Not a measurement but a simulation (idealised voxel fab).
Process module in this document: voxel ribs on slabs
In the cross-section labelled cut, the width is 290 nm and each square cell is 5 nm.
Think of the cross-section as a grid of square cells. We describe it in bands, top to bottom, and each band covers one or more rows of those cells. Band: top height; bottom height; in nm. Then, left to right: material with width in nm, for each material. "edge to edge": a single material spanning edge to edge. "empty": empty space. Height is counted from the level 0, under which the received wafer is composed throughout of one material. The lowest of the bands is not closed at the bottom but continues downward, in the notation "0..down". Read "30 to 40" as a graded width: first number on top, second number at the bottom, same change between each pair of neighbouring rows. Reading "same as before" for a step: not a cell of the cross-section changed in it. This entry, "closed voids", enumerates those empty regions of no fewer than 8 cells that possess no open connection to the top. Each region is reported in the form width x height at distance, the distance being taken from the left edge, with all three quantities expressed in nm. On a step's line, text after the settings is the simulator commenting on that step. overlay nm: mask offset rightward from planned place, masked step; negative means leftward offset.

Set out below are the planned steps of the process:
1,RECEIVE [material Si]
2,DIRECTIONAL_DEP [material SiO2] [thk nm 25]
3,DIRECTIONAL_DEP [material polySi] [thk nm 25]
4,PATTERN [tone cover] [mask id RIB] [material resist] [width nm 30] [thk nm 20] [overlay nm 0]
5,DIRECTIONAL_ETCH [etch materials polySi] [depth nm 10]
6,STRIP [etch materials resist]
7,MASKED_ETCH [tone cover] [mask id SLAB] [width nm 90] [etch materials polySi] [depth nm 15] [overlay nm 0]
8,FILL_DEP [material SiO2] [thk nm 25]
9,CMP [height nm 70]
10,DIRECTIONAL_DEP [material TiN] [thk nm 5]
11,MASKED_ETCH [tone cover] [mask id HEATER] [width nm 40] [etch materials TiN] [depth nm 5] [overlay nm 0]
12,CONFORMAL_DEP [material SiO2] [thk nm 5]

Step 1 complete: cross-section of the wafer as received:
- 0..down = Si edge to edge
- closed voids: none

Sectioned view, first of two wafers, at the close of the module, processed as intended in the plan:
- 80..75 = 120 of empty, 50 of SiO2, 120 of empty
- 75..70 = 125 of SiO2, 40 of TiN, 125 of SiO2
- 70..50 = SiO2 edge to edge
- 50..40 = 130 of SiO2, 30 of polySi, 130 of SiO2
- 40..25 = 100 of SiO2, 90 of polySi, 100 of SiO2
- 25..0 = SiO2 edge to edge
- 0..down = Si edge to edge
- closed voids: none

Cross-section at end of module for the second wafer of two, which matched the first in starting point and plan and differed by one mistake in its processing:
- 75..70 = 125 of empty, 40 of TiN, 125 of empty
- 70..50 = SiO2 edge to edge
- 50..40 = 130 of SiO2, 30 of polySi, 130 of SiO2
- 40..25 = 100 of SiO2, 90 of polySi, 100 of SiO2
- 25..0 = SiO2 edge to edge
- 0..down = Si edge to edge
- closed voids: none
What was done differently from what was planned? step 12 of the plan was omitted and not executed
Final difference in cells, second wafer against first, listed per material as more or fewer: 60 fewer of SiO2
